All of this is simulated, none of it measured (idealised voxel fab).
process module | voxel capacitor over wiring
cross-section cut | 140 nm wide | cells 5 nm
A cross-section is a grid of square cells, given in bands from the top down. A band is one or more rows of cells.
Each band's line starts with the height of the band's top and of its bottom, in nm. Then come its materials from left to right, each with its width in nm. One material with "throughout" fills the band from edge to edge. "air" is empty space.
Height 0 is the level under which the wafer as received is all one material. The lowest band goes on downwards, as in "0 down".
A width such as "30 to 40" changes by the same amount from each row of cells to the next, from the band's top row to its bottom row.
"no change" after a step means that no cell of the cross-section changed.
closed voids: empty space of 8 cells or more with no open way to the top, each as width x height at its distance from the left edge, in nm
after a step's settings: what the simulator itself notes on the step
overlay nm, on a step with a mask: how far to the right of its planned place the mask lay; to the left if negative
plan
1 op RECEIVE | material Si
2 op CONFORMAL_DEP | material SiO2 | thk nm 10
3 op CONFORMAL_DEP | material SiN | thk nm 5
4 op DIRECTIONAL_DEP | material SiO2 | thk nm 15
5 op DIRECTIONAL_DEP | material aC | thk nm 10
6 op PATTERN | tone open | mask id METAL_1 | material resist | width nm 25 | pitch nm 80 | thk nm 25 | overlay nm 0
7 op DIRECTIONAL_ETCH | etch materials aC | depth nm 10
8 op STRIP | etch materials resist
9 op DIRECTIONAL_ETCH | etch materials SiO2 | depth nm 15
10 op DIRECTIONAL_ETCH | etch materials SiN | depth nm 5
11 op STRIP | etch materials aC
12 op CONFORMAL_DEP | material TiN | thk nm 5
13 op FILL_DEP | material W | thk nm 10
14 op CMP | height nm 30
15 op EPI | material Ru | thk nm 5
16 op FILL_DEP | material SiCN | thk nm 5
17 op DIRECTIONAL_DEP | material SiO2 | thk nm 20
18 op DIRECTIONAL_DEP | material aC | thk nm 15
19 op PATTERN | tone open | mask id PLUG_1 | material resist | width nm 15 | thk nm 30 | overlay nm 0
20 op DIRECTIONAL_ETCH | etch materials aC | depth nm 15
21 op STRIP | etch materials resist
22 op DIRECTIONAL_ETCH | etch materials SiO2 | depth nm 20
23 op DIRECTIONAL_ETCH | etch materials SiCN | depth nm 5
24 op STRIP | etch materials aC
25 op EPI | material Ru | thk nm 10
26 op EPI | material Ru | thk nm 10
27 op EPI | material Ru | thk nm 5
28 op DIRECTIONAL_DEP | material TiN | thk nm 10
29 op DIRECTIONAL_DEP | material SiN | thk nm 5
30 op DIRECTIONAL_DEP | material TiN | thk nm 10
31 op DIRECTIONAL_DEP | material aC | thk nm 15
32 op PATTERN | tone cover | mask id UPPER_PLATE | material resist | width nm 60 | thk nm 35 | overlay nm 0
33 op DIRECTIONAL_ETCH | etch materials aC | depth nm 15
34 op STRIP | etch materials resist
35 op DIRECTIONAL_ETCH | etch materials TiN | depth nm 10
36 op DIRECTIONAL_ETCH | etch materials SiN | depth nm 5
37 op STRIP | etch materials aC
38 op DIRECTIONAL_DEP | material aC | thk nm 15
39 op PATTERN | tone cover | mask id LOWER_PLATE | material resist | width nm 70 | thk nm 30 | overlay nm 0
40 op DIRECTIONAL_ETCH | etch materials aC | depth nm 15
41 op STRIP | etch materials resist
42 op DIRECTIONAL_ETCH | etch materials TiN | depth nm 10
43 op STRIP | etch materials aC
44 op FILL_DEP | material SiO2 | thk nm 15
45 op CMP | height nm 95
46 op DIRECTIONAL_DEP | material aC | thk nm 15
47 op PATTERN | tone open | mask id PLUG_2 | material resist | width nm 15 | thk nm 35 | overlay nm 0
48 op DIRECTIONAL_ETCH | etch materials aC | depth nm 15
49 op STRIP | etch materials resist
50 op DIRECTIONAL_ETCH | etch materials SiO2 | depth nm 10
51 op STRIP | etch materials aC
52 op CONFORMAL_DEP | material TiN | thk nm 5
53 op FILL_DEP | material Cu | thk nm 5
54 op CMP | height nm 95
55 op CONFORMAL_DEP | material SiCN | thk nm 5
first wafer, as planned
as received, after step 1
  0 down: Si throughout
  closed voids: none
after step 2
  10 to 0: SiO2 throughout
  below 0: unchanged
after step 3
  15 to 10: SiN throughout
  below 10: unchanged
after step 4
  30 to 15: SiO2 throughout
  below 15: unchanged
after step 5
  40 to 30: aC throughout
  below 30: unchanged
after step 6
  65 to 40: resist 15 | air 25 | resist 55 | air 25 | resist 20
  below 40: unchanged
after step 7
  55 to 40: resist 15 | air 25 | resist 55 | air 25 | resist 20
  40 to 30: aC 15 | air 25 | aC 55 | air 25 | aC 20
  below 30: unchanged
after step 8
  40 to 30: aC 15 | air 25 | aC 55 | air 25 | aC 20
  below 30: unchanged
after step 9
  40 to 30: aC 15 | air 25 | aC 55 | air 25 | aC 20
  30 to 15: SiO2 15 | air 25 | SiO2 55 | air 25 | SiO2 20
  below 15: unchanged
after step 10
  40 to 30: aC 15 | air 25 | aC 55 | air 25 | aC 20
  30 to 15: SiO2 15 | air 25 | SiO2 55 | air 25 | SiO2 20
  15 to 10: SiN 15 | air 25 | SiN 55 | air 25 | SiN 20
  below 10: unchanged
after step 11
  30 to 15: SiO2 15 | air 25 | SiO2 55 | air 25 | SiO2 20
  below 15: unchanged
after step 12
  35 to 30: TiN 20 | air 15 | TiN 65 | air 15 | TiN 25
  30 to 15: SiO2 15 | TiN 5 | air 15 | TiN 5 | SiO2 55 | TiN 5 | air 15 | TiN 5 | SiO2 20
  15 to 10: SiN 15 | TiN 25 | SiN 55 | TiN 25 | SiN 20
  below 10: unchanged
after step 13
  45 to 35: W throughout
  35 to 30: TiN 20 | W 15 | TiN 65 | W 15 | TiN 25
  30 to 15: SiO2 15 | TiN 5 | W 15 | TiN 5 | SiO2 55 | TiN 5 | W 15 | TiN 5 | SiO2 20
  below 15: unchanged
after step 14
  30 to 15: SiO2 15 | TiN 5 | W 15 | TiN 5 | SiO2 55 | TiN 5 | W 15 | TiN 5 | SiO2 20
  below 15: unchanged
after step 15
  35 to 30: air 10 | Ru 35 | air 45 | Ru 35 | air 15
  below 30: unchanged
after step 16
  40 to 35: SiCN throughout
  35 to 30: SiCN 10 | Ru 35 | SiCN 45 | Ru 35 | SiCN 15
  below 30: unchanged
after step 17
  60 to 40: SiO2 throughout
  below 40: unchanged
after step 18
  75 to 60: aC throughout
  below 60: unchanged
after step 19
  105 to 75: resist 25 | air 15 | resist 100
  below 75: unchanged
after step 20
  90 to 75: resist 25 | air 15 | resist 100
  75 to 60: aC 25 | air 15 | aC 100
  below 60: unchanged
after step 21
  75 to 60: aC 25 | air 15 | aC 100
  below 60: unchanged
after step 22
  75 to 60: aC 25 | air 15 | aC 100
  60 to 40: SiO2 25 | air 15 | SiO2 100
  below 40: unchanged
after step 23
  75 to 60: aC 25 | air 15 | aC 100
  60 to 40: SiO2 25 | air 15 | SiO2 100
  40 to 35: SiCN 25 | air 15 | SiCN 100
  below 35: unchanged
after step 24
  60 to 40: SiO2 25 | air 15 | SiO2 100
  below 40: unchanged
after step 25
  60 to 45: SiO2 25 | air 15 | SiO2 100
  45 to 40: SiO2 25 | Ru 15 | SiO2 100
  40 to 35: SiCN 25 | Ru 15 | SiCN 100
  below 35: unchanged
after step 26
  60 to 55: SiO2 25 | air 15 | SiO2 100
  55 to 40: SiO2 25 | Ru 15 | SiO2 100
  below 40: unchanged
after step 27
  60 to 40: SiO2 25 | Ru 15 | SiO2 100
  below 40: unchanged
after step 28
  70 to 60: TiN throughout
  below 60: unchanged
after step 29
  75 to 70: SiN throughout
  below 70: unchanged
after step 30
  85 to 75: TiN throughout
  below 75: unchanged
after step 31
  100 to 85: aC throughout
  below 85: unchanged
after step 32
  135 to 100: air 25 | resist 60 | air 55
  below 100: unchanged
after step 33
  120 to 100: air 25 | resist 60 | air 55
  100 to 85: air 25 | aC 60 | air 55
  below 85: unchanged
after step 34
  100 to 85: air 25 | aC 60 | air 55
  below 85: unchanged
after step 35
  100 to 85: air 25 | aC 60 | air 55
  85 to 75: air 25 | TiN 60 | air 55
  below 75: unchanged
after step 36
  100 to 85: air 25 | aC 60 | air 55
  85 to 75: air 25 | TiN 60 | air 55
  75 to 70: air 25 | SiN 60 | air 55
  below 70: unchanged
after step 37
  85 to 75: air 25 | TiN 60 | air 55
  below 75: unchanged
after step 38
  100 to 85: air 25 | aC 60 | air 55
  85 to 75: aC 25 | TiN 60 | aC 55
  75 to 70: aC 25 | SiN 60 | aC 55
  below 70: unchanged
after step 39
  130 to 100: air 20 | resist 70 | air 50
  100 to 85: air 20 | resist 5 | aC 60 | resist 5 | air 50
  below 85: unchanged
after step 40
  115 to 100: air 20 | resist 70 | air 50
  100 to 85: air 20 | resist 5 | aC 60 | resist 5 | air 50
  85 to 75: air 20 | aC 5 | TiN 60 | aC 5 | air 50
  75 to 70: air 20 | aC 5 | SiN 60 | aC 5 | air 50
  below 70: unchanged
after step 41
  100 to 85: air 25 | aC 60 | air 55
  below 85: unchanged
after step 42
  100 to 85: air 25 | aC 60 | air 55
  85 to 75: air 20 | aC 5 | TiN 60 | aC 5 | air 50
  75 to 70: air 20 | aC 5 | SiN 60 | aC 5 | air 50
  70 to 60: air 20 | TiN 70 | air 50
  below 60: unchanged
after step 43
  85 to 75: air 25 | TiN 60 | air 55
  75 to 70: air 25 | SiN 60 | air 55
  below 70: unchanged
after step 44
  100 to 85: SiO2 throughout
  85 to 75: SiO2 25 | TiN 60 | SiO2 55
  75 to 70: SiO2 25 | SiN 60 | SiO2 55
  70 to 60: SiO2 20 | TiN 70 | SiO2 50
  below 60: unchanged
after step 45
  95 to 85: SiO2 throughout
  below 85: unchanged
after step 46
  110 to 95: aC throughout
  below 95: unchanged
after step 47
  145 to 110: resist 35 | air 15 | resist 90
  below 110: unchanged
after step 48
  130 to 110: resist 35 | air 15 | resist 90
  110 to 95: aC 35 | air 15 | aC 90
  below 95: unchanged
after step 49
  110 to 95: aC 35 | air 15 | aC 90
  below 95: unchanged
after step 50
  110 to 95: aC 35 | air 15 | aC 90
  95 to 85: SiO2 35 | air 15 | SiO2 90
  below 85: unchanged
after step 51
  95 to 85: SiO2 35 | air 15 | SiO2 90
  below 85: unchanged
after step 52
  100 to 95: TiN 40 | air 5 | TiN 95
  95 to 90: SiO2 35 | TiN 5 | air 5 | TiN 5 | SiO2 90
  90 to 85: SiO2 35 | TiN 15 | SiO2 90
  below 85: unchanged
after step 53
  105 to 100: Cu throughout
  100 to 95: TiN 40 | Cu 5 | TiN 95
  95 to 90: SiO2 35 | TiN 5 | Cu 5 | TiN 5 | SiO2 90
  below 90: unchanged
after step 54
  95 to 90: SiO2 35 | TiN 5 | Cu 5 | TiN 5 | SiO2 90
  below 90: unchanged
after step 55
  100 to 95: SiCN throughout
  below 95: unchanged
second wafer: like start, like plan, one mistake. Through step 38 it matches the first wafer
when step 39 should have ended
  130 to 100: air 15 | resist 70 | air 55
  100 to 85: air 15 | resist 10 | aC 60 | air 55
  below 85: unchanged
when step 40 should have ended
  115 to 100: air 15 | resist 70 | air 55
  100 to 85: air 15 | resist 10 | aC 60 | air 55
  85 to 75: air 15 | aC 10 | TiN 60 | air 55
  75 to 70: air 15 | aC 10 | SiN 60 | air 55
  below 70: unchanged
when step 41 should have ended
  100 to 85: air 25 | aC 60 | air 55
  below 85: unchanged
when step 42 should have ended
  100 to 85: air 25 | aC 60 | air 55
  85 to 75: air 15 | aC 10 | TiN 60 | air 55
  75 to 70: air 15 | aC 10 | SiN 60 | air 55
  70 to 60: air 15 | TiN 70 | air 55
  below 60: unchanged
when step 43 should have ended
  85 to 75: air 25 | TiN 60 | air 55
  75 to 70: air 25 | SiN 60 | air 55
  below 70: unchanged
when step 44 should have ended
  100 to 85: SiO2 throughout
  85 to 75: SiO2 25 | TiN 60 | SiO2 55
  75 to 70: SiO2 25 | SiN 60 | SiO2 55
  70 to 60: SiO2 15 | TiN 70 | SiO2 55
  below 60: unchanged
when step 45 should have ended
  95 to 85: SiO2 throughout
  below 85: unchanged
when step 46 should have ended
  110 to 95: aC throughout
  below 95: unchanged
when step 47 should have ended
  145 to 110: resist 35 | air 15 | resist 90
  below 110: unchanged
when step 48 should have ended
  130 to 110: resist 35 | air 15 | resist 90
  110 to 95: aC 35 | air 15 | aC 90
  below 95: unchanged
when step 49 should have ended
  110 to 95: aC 35 | air 15 | aC 90
  below 95: unchanged
when step 50 should have ended
  110 to 95: aC 35 | air 15 | aC 90
  95 to 85: SiO2 35 | air 15 | SiO2 90
  below 85: unchanged
when step 51 should have ended
  95 to 85: SiO2 35 | air 15 | SiO2 90
  below 85: unchanged
when step 52 should have ended
  100 to 95: TiN 40 | air 5 | TiN 95
  95 to 90: SiO2 35 | TiN 5 | air 5 | TiN 5 | SiO2 90
  90 to 85: SiO2 35 | TiN 15 | SiO2 90
  below 85: unchanged
when step 53 should have ended
  105 to 100: Cu throughout
  100 to 95: TiN 40 | Cu 5 | TiN 95
  95 to 90: SiO2 35 | TiN 5 | Cu 5 | TiN 5 | SiO2 90
  below 90: unchanged
when step 54 should have ended
  95 to 90: SiO2 35 | TiN 5 | Cu 5 | TiN 5 | SiO2 90
  below 90: unchanged
when step 55 should have ended
  100 to 95: SiCN throughout
  below 95: unchanged
what went wrong: step 39 ran as: op PATTERN | tone cover | mask id LOWER_PLATE | material resist | width nm 70 | thk nm 30 | overlay nm -5
at the end the second wafer has, in cells: as many of each material as the first, in other places
